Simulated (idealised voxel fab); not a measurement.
The process module that follows is named voxel ribs on slabs.
285 nm wide, 5 nm square cells: that's cross-section cut.
Notation: cross-section as square-cell grid; stated in bands, top first, going down; one or more cell rows per band.
Each band's line starts with the height of the band's top and of its bottom, in nm. Then come its materials from left to right, each with its width in nm. One material with "everywhere" fills the band from edge to edge. "air" is empty space.
Convention: height 0 is the level below which the wafer, as received, is all one material. The lowest band does not terminate at the bottom but continues downward, represented as "0 nm and below".
Note: "30..40" means the width goes from the first number (top row of the band) to the second number (bottom row) in equal steps per row of cells.
"all unchanged" (step): cross-section cells unchanged, all of them.
In "Enclosed void list" the enclosed voids are listed, meaning empty spaces of 8 cells or larger without any opening to the top. The form is width x height at distance, distance from the left edge, units nm.
Whatever follows a step's settings on its line is a remark the simulator itself makes about that step.
Each step line may optionally specify "overlay nm", which for a step with a mask gives the rightward distance between the mask's planned place and where it lay, a negative value indicating the leftward direction.
# Intended process steps
1. RECEIVE,material Si
2. DIRECTIONAL_DEP,material SiO2,thk nm 25
3. DIRECTIONAL_DEP,material polySi,thk nm 25
4. PATTERN,tone cover,mask id RIB,material resist,width nm 30,thk nm 20,overlay nm 0
5. DIRECTIONAL_ETCH,etch materials polySi,depth nm 5
6. STRIP,etch materials resist
7. PATTERN,tone cover,mask id SLAB,material resist,width nm 90,thk nm 15,overlay nm 0
8. DIRECTIONAL_ETCH,etch materials polySi,depth nm 20
9. STRIP,etch materials resist
10. FILL_DEP,material SiO2,thk nm 20
11. CMP,height nm 65
12. DIRECTIONAL_DEP,material W,thk nm 10
13. MASKED_ETCH,tone cover,mask id HEATER,width nm 40,etch materials W,depth nm 10,overlay nm 0
14. CONFORMAL_DEP,material SiO2,thk nm 10
# Concerning the first of two wafers, which was run in accordance with the plan
# As received (post step 1): cross-section
	0 nm and below | Si everywhere
	Enclosed void list: none
# Cross-section of the wafer after step 2
	25 nm to 0 nm | SiO2 everywhere
	Note: structure below 0 unchanged.
# Cross-section of the wafer after step 3
	50 nm to 25 nm | polySi everywhere
	Note: structure below 25 unchanged.
# Cross-section of the wafer after step 4
	70 nm to 50 nm | 125 of air, 30 of resist, 130 of air
	Note: structure below 50 unchanged.
# Cross-section of the wafer after step 5
	70 nm to 50 nm | 125 of air, 30 of resist, 130 of air
	50 nm to 45 nm | 125 of air, 30 of polySi, 130 of air
	Note: structure below 45 unchanged.
# Cross-section of the wafer after step 6
	50 nm to 45 nm | 125 of air, 30 of polySi, 130 of air
	Note: structure below 45 unchanged.
# Cross-section of the wafer after step 7
	65 nm to 50 nm | 95 of air, 90 of resist, 100 of air
	50 nm to 45 nm | 95 of air, 30 of resist, 30 of polySi, 30 of resist, 100 of air
	Note: structure below 45 unchanged.
# Cross-section of the wafer after step 8
	65 nm to 50 nm | 95 of air, 90 of resist, 100 of air
	50 nm to 45 nm | 95 of air, 30 of resist, 30 of polySi, 30 of resist, 100 of air
	45 nm to 25 nm | 95 of air, 90 of polySi, 100 of air
	Note: structure below 25 unchanged.
# Cross-section of the wafer after step 9
	50 nm to 45 nm | 125 of air, 30 of polySi, 130 of air
	Note: structure below 45 unchanged.
# Cross-section of the wafer after step 10
	70 nm to 50 nm | SiO2 everywhere
	50 nm to 45 nm | 125 of SiO2, 30 of polySi, 130 of SiO2
	45 nm to 25 nm | 95 of SiO2, 90 of polySi, 100 of SiO2
	Note: structure below 25 unchanged.
# Cross-section of the wafer after step 11
	65 nm to 50 nm | SiO2 everywhere
	Note: structure below 50 unchanged.
# Cross-section of the wafer after step 12
	75 nm to 65 nm | W everywhere
	Note: structure below 65 unchanged.
# Cross-section of the wafer after step 13
	75 nm to 65 nm | 120 of air, 40 of W, 125 of air
	Note: structure below 65 unchanged.
# Cross-section of the wafer after step 14
	85 nm to 75 nm | 110 of air, 60 of SiO2, 115 of air
	75 nm to 65 nm | 120 of SiO2, 40 of W, 125 of SiO2
	Note: structure below 65 unchanged.
# Second wafer. Start and plan as for the first. One mistake made in running. Agrees with the first up to and including step 13
Cross-sectional representation of the second wafer at the time designated in the plan for the completion of step 14: all unchanged
So what did we get wrong on this run? step 14 of the plan got skipped, so it never ran
It is noted that, at the conclusion of processing, the second wafer exhibits a higher or lower cell count for certain materials relative to the first: SiO2 -122
